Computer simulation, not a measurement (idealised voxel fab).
This is a process module. Its name is voxel lift off.
Pictured: cross-section cut, 155 nm wide, on a grid of 5 nm square cells.
Cross-section spec: square-cell grid; bands listed top down; each band is one or more rows. Top, bottom (nm), then materials left to right with widths (nm); lone material tagged "all across" fills the whole band edge to edge; "air" = empty space. Counting heights begins at 0, where everything beneath is, in the wafer as received, one material. The lowest band has no bottom; it goes on downwards, as "0 and below" shows. Per-row width for "30->40": begins at first number (top row of band), ends at second number (bottom row), increment between rows held constant. "nothing got changed" (step): cross-section cells unchanged, all of them. Empty spaces without an open route to the top, at least 8 cells in extent, make up the entry "Voids, enclosed"; each is given as width x height at distance, where the distance is measured from the left edge, and all are in nm. Post-settings text on a step line: simulator's own remark regarding the step. Each step line may optionally specify "overlay nm", which for a step with a mask gives the rightward distance between the mask's planned place and where it lay, a negative value indicating the leftward direction.
Process steps - plan
1,RECEIVE [material Si]
2,CONFORMAL_DEP [material SiN] [thk nm 10]
3,PATTERN [tone open] [mask id LINES] [material resist] [width nm 25] [pitch nm 40] [thk nm 30] [overlay nm -10]
4,DIRECTIONAL_DEP [material Ru] [thk nm 15]
5,STRIP [etch materials resist]
6,CONFORMAL_DEP [material SiCN] [thk nm 5]
For clarity, it should be stated that the wafers under discussion commence in an identical condition and differ with respect to the overlay nm of step 3, the plan indicating the value that the first wafer had.
Cross-section of the first of several wafers as received (after step 1)
> 0 and below  Si all across
> Voids, enclosed: none
Heads up, this table goes wafer by wafer. A row tells you, at the end of the module, how many cells of each material that wafer has put on (+) or dropped (-) since it was received, and then its closed voids
overlay nm -10; +45 Ru; +49 SiCN; +62 SiN; Voids, enclosed: none
overlay nm -5; +45 Ru; +49 SiCN; +62 SiN; Voids, enclosed: none
overlay nm 0; +45 Ru; +49 SiCN; +62 SiN; Voids, enclosed: none
overlay nm 5; +45 Ru; +49 SiCN; +62 SiN; Voids, enclosed: none
overlay nm 10; +45 Ru; +49 SiCN; +62 SiN; Voids, enclosed: none
